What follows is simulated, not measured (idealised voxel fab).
The name of this process module is voxel wiring stack.
We display cut, a cross-section 185 nm in width whose square cells are each 5 nm.
Format of a cross-section: grid, square cells. Given as bands. Order: top down. Band: one or more rows of cells. Band entry format. Leading values: height of top, height of bottom, nm. Remainder: materials in left-to-right order, each with its width in nm. Special words: "full width" on a single material, which then fills the band edge to edge; "air", empty space. Zero point of the height axis is 0; under it, received wafer = one material. Lowest band: continues down indefinitely, "0 down". You'd read "30..40" like this: the band's top row of cells is as wide as the first number, its bottom row is as wide as the second, and going down, every row changes width by the same amount as the row before did. "no modifications", as given for a step, is the statement that not any cell of the cross-section underwent a change during that step. This entry, "Tabulated closed voids", enumerates those empty regions of no fewer than 8 cells that possess no open connection to the top. Each region is reported in the form width x height at distance, the distance being taken from the left edge, with all three quantities expressed in nm. The remark found on a step's line after its settings is issued by the simulator itself and pertains to that step. "overlay nm" answers the question of how far to the right of plan the mask lay on a step that has a mask, and when it is negative the answer is to the left.

-- Below is the list of planned process steps
- 1: RECEIVE: material Si
- 2: CONFORMAL_DEP: material SiO2, thk nm 10
- 3: CONFORMAL_DEP: material SiN, thk nm 5
- 4: DIRECTIONAL_DEP: material SiO2, thk nm 25
- 5: MASKED_ETCH: tone open, mask id METAL_1, width nm 20, pitch nm 45, etch materials SiO2, depth nm 25, overlay nm 0
- 6: MASKED_ETCH: tone open, mask id METAL_1, width nm 20, pitch nm 45, etch materials SiN, depth nm 5, overlay nm 0
- 7: CONFORMAL_DEP: material TiN, thk nm 5
- 8: FILL_DEP: material Cu, thk nm 5
- 9: CMP: height nm 40
- 10: EPI: material Ru, thk nm 5
- 11: FILL_DEP: material SiCN, thk nm 5
- 12: DIRECTIONAL_DEP: material lowk, thk nm 30
- 13: DIRECTIONAL_DEP: material aC, thk nm 10
- 14: PATTERN: tone open, mask id METAL_2_HOLES, material resist, width nm 15, pitch nm 45, thk nm 30, overlay nm 0
- 15: DIRECTIONAL_ETCH: etch materials aC, depth nm 10
- 16: STRIP: etch materials resist
- 17: DIRECTIONAL_ETCH: etch materials lowk, depth nm 30
- 18: STRIP: etch materials aC
- 19: MASKED_ETCH: tone open, mask id METAL_2, width nm 20, pitch nm 45, etch materials lowk, depth nm 20, overlay nm 0
- 20: MASKED_ETCH: tone open, mask id METAL_2, width nm 20, pitch nm 45, etch materials SiCN, depth nm 5, overlay nm 0
- 21: CONFORMAL_DEP: material TiN, thk nm 5
- 22: FILL_DEP: material Cu, thk nm 10
- 23: CMP: height nm 80
- 24: CONFORMAL_DEP: material SiN, thk nm 5

-- Shown in cross-section is the wafer as received, that is, as it stands after step 1
0 down: Si full width
Tabulated closed voids: none

-- Module complete, cross-section. Starting point and plan per above. One mistake made in running the module
85 to 80: SiN full width
80 to 75: Cu: 5 / TiN: 15 / Cu: 10 / TiN: 15 / Cu: 5 / TiN: 15 / Cu: 10 / TiN: 15 / Cu: 5 / TiN: 15 / Cu: 10 / TiN: 15 / Cu: 5 / TiN: 15 / Cu: 10 / TiN: 15 / Cu: 5
75 to 70: TiN: 10 / lowk: 5 / TiN: 5 / Cu: 10 / TiN: 5 / lowk: 5 / TiN: 15 / lowk: 5 / TiN: 5 / Cu: 10 / TiN: 5 / lowk: 5 / TiN: 15 / lowk: 5 / TiN: 5 / Cu: 10 / TiN: 5 / lowk: 5 / TiN: 15 / lowk: 5 / TiN: 5 / Cu: 10 / TiN: 5 / lowk: 5 / TiN: 10
70 to 60: lowk: 15 / TiN: 5 / Cu: 10 / TiN: 5 / lowk: 25 / TiN: 5 / Cu: 10 / TiN: 5 / lowk: 25 / TiN: 5 / Cu: 10 / TiN: 5 / lowk: 25 / TiN: 5 / Cu: 10 / TiN: 5 / lowk: 15
60 to 50: lowk: 15 / TiN: 5 / Cu: 5 / TiN: 10..5 / lowk: 25..30 / TiN: 5 / Cu: 5 / TiN: 10..5 / lowk: 25..30 / TiN: 5 / Cu: 5 / TiN: 10..5 / lowk: 25..30 / TiN: 5 / Cu: 5 / TiN: 10..5 / lowk: 15..20
50 to 45: lowk: 15 / TiN: 15 / lowk: 30 / TiN: 15 / lowk: 30 / TiN: 15 / lowk: 30 / TiN: 15 / lowk: 20
45 to 40: lowk: 10 / Ru: 30 / lowk: 15 / Ru: 30 / lowk: 15 / Ru: 30 / lowk: 15 / Ru: 30 / lowk: 10
40 to 15: SiO2: 15 / TiN: 5 / Cu: 10 / TiN: 5 / SiO2: 25 / TiN: 5 / Cu: 10 / TiN: 5 / SiO2: 25 / TiN: 5 / Cu: 10 / TiN: 5 / SiO2: 25 / TiN: 5 / Cu: 10 / TiN: 5 / SiO2: 15
15 to 10: SiN: 15 / TiN: 20 / SiN: 25 / TiN: 20 / SiN: 25 / TiN: 20 / SiN: 25 / TiN: 20 / SiN: 15
10 to 0: SiO2 full width
0 down: Si full width
Tabulated closed voids: none
Want to know what went wrong? plan step 11 was not performed, having been skipped
